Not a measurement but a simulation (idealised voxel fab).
The following is a process module called voxel ribs on slabs.
Section shown: cut. Width: 155 nm. Cell size: 5 nm, square.
The cross-sections in this document take the form of a grid made of square cells. They are written out as bands, in order from top to bottom. Each band consists of one or more rows of cells.
A band entry consists of two parts. The first gives the height of the band's top and the height of its bottom, in nm. The rest lists the band's materials from left to right, each with its width in nm. A single material labelled with the word "throughout" fills the band from edge to edge, and the word "empty" marks empty space.
Heights are expressed relative to 0, this being the level below which the as-received wafer comprises one material exclusively. The lowest band is unbounded in the downward direction and is denoted as in "from 0 down".
Note: "30..40" means the width goes from the first number (top row of the band) to the second number (bottom row) in equal steps per row of cells.
Any step labelled "left unchanged" changed none of the cells in the cross-section.
"Fully sealed cavities" - sealed voids, min. 8 cells, no opening to top; format: width x height at distance (distance from left edge; nm throughout).
Read whatever lies past the settings on a step's line as the simulator's own remark about the step.
overlay nm: on a step with a mask, how far right of its planned place the mask lay; negative means left.

### Process steps foreseen in the plan
1,RECEIVE,material Si
2,DIRECTIONAL_DEP,material SiO2,thk nm 30
3,DIRECTIONAL_DEP,material polySi,thk nm 15
4,MASKED_ETCH,tone cover,mask id RIB,width nm 20,etch materials polySi,depth nm 5,overlay nm 0
5,MASKED_ETCH,tone cover,mask id SLAB,width nm 50,etch materials polySi,depth nm 10,overlay nm 0
6,FILL_DEP,material SiO2,thk nm 25
7,CMP,height nm 60
8,DIRECTIONAL_DEP,material TiN,thk nm 5
9,PATTERN,tone cover,mask id HEATER,material resist,width nm 30,thk nm 20,overlay nm 0
10,DIRECTIONAL_ETCH,etch materials TiN,depth nm 5
11,STRIP,etch materials resist
12,CONFORMAL_DEP,material SiO2,thk nm 10

### Wafer, first of two, run as planned

### Cross-section, incoming material, after step 1
	from 0 down | Si throughout
	Fully sealed cavities: none

### Cross-section of the wafer subsequent to step 2
	from 30 to 0 | SiO2 throughout
	Anything lower than 0 is untouched.

### Cross-section of the wafer subsequent to step 3
	from 45 to 30 | polySi throughout
	Anything lower than 30 is untouched.

### Cross-section of the wafer subsequent to step 4
	from 45 to 40 | 65 empty / 20 polySi / 70 empty
	Anything lower than 40 is untouched.

### Cross-section of the wafer subsequent to step 5
	from 45 to 40 | 65 empty / 20 polySi / 70 empty
	from 40 to 30 | 50 empty / 50 polySi / 55 empty
	Anything lower than 30 is untouched.

### Cross-section of the wafer subsequent to step 6
	from 70 to 45 | SiO2 throughout
	from 45 to 40 | 65 SiO2 / 20 polySi / 70 SiO2
	from 40 to 30 | 50 SiO2 / 50 polySi / 55 SiO2
	Anything lower than 30 is untouched.

### Cross-section of the wafer subsequent to step 7
	from 60 to 45 | SiO2 throughout
	Anything lower than 45 is untouched.

### Cross-section of the wafer subsequent to step 8
	from 65 to 60 | TiN throughout
	Anything lower than 60 is untouched.

### Cross-section of the wafer subsequent to step 9
	from 85 to 65 | 60 empty / 30 resist / 65 empty
	Anything lower than 65 is untouched.

### Cross-section of the wafer subsequent to step 10
	from 85 to 65 | 60 empty / 30 resist / 65 empty
	from 65 to 60 | 60 empty / 30 TiN / 65 empty
	Anything lower than 60 is untouched.

### Cross-section of the wafer subsequent to step 11
	from 65 to 60 | 60 empty / 30 TiN / 65 empty
	Anything lower than 60 is untouched.

### Cross-section of the wafer subsequent to step 12
	from 75 to 70 | 50 empty / 50 SiO2 / 55 empty
	from 70 to 65 | SiO2 throughout
	from 65 to 60 | 60 SiO2 / 30 TiN / 65 SiO2
	Anything lower than 60 is untouched.

### Companion wafer, the second of two: same beginning, same intended sequence, one mistake in carrying it out; through step 3 inclusive it tracks the first exactly

### Cross-section, second wafer, at the end time the plan gives for step 4
	from 45 to 40 | 65 empty / 25 polySi / 65 empty
	Anything lower than 40 is untouched.

### Cross-section, second wafer, at the end time the plan gives for step 5
	from 45 to 40 | 65 empty / 25 polySi / 65 empty
	from 40 to 30 | 50 empty / 50 polySi / 55 empty
	Anything lower than 30 is untouched.

### Cross-section, second wafer, at the end time the plan gives for step 6
	from 70 to 45 | SiO2 throughout
	from 45 to 40 | 65 SiO2 / 25 polySi / 65 SiO2
	from 40 to 30 | 50 SiO2 / 50 polySi / 55 SiO2
	Anything lower than 30 is untouched.

### Cross-section, second wafer, at the end time the plan gives for step 7
	from 60 to 45 | SiO2 throughout
	Anything lower than 45 is untouched.

### Cross-section, second wafer, at the end time the plan gives for step 8
	from 65 to 60 | TiN throughout
	Anything lower than 60 is untouched.

### Cross-section, second wafer, at the end time the plan gives for step 9
	from 85 to 65 | 60 empty / 30 resist / 65 empty
	Anything lower than 65 is untouched.

### Cross-section, second wafer, at the end time the plan gives for step 10
	from 85 to 65 | 60 empty / 30 resist / 65 empty
	from 65 to 60 | 60 empty / 30 TiN / 65 empty
	Anything lower than 60 is untouched.

### Cross-section, second wafer, at the end time the plan gives for step 11
	from 65 to 60 | 60 empty / 30 TiN / 65 empty
	Anything lower than 60 is untouched.

### Cross-section, second wafer, at the end time the plan gives for step 12
	from 75 to 70 | 50 empty / 50 SiO2 / 55 empty
	from 70 to 65 | SiO2 throughout
	from 65 to 60 | 60 SiO2 / 30 TiN / 65 SiO2
	Anything lower than 60 is untouched.
Diagnosis: not per plan at step 4, really ran MASKED_ETCH,tone cover,mask id RIB,width nm 25,etch materials polySi,depth nm 5,overlay nm 0
Final difference in cells, second wafer against first, listed per material as more or fewer: SiO2: 1 fewer, polySi: 1 more
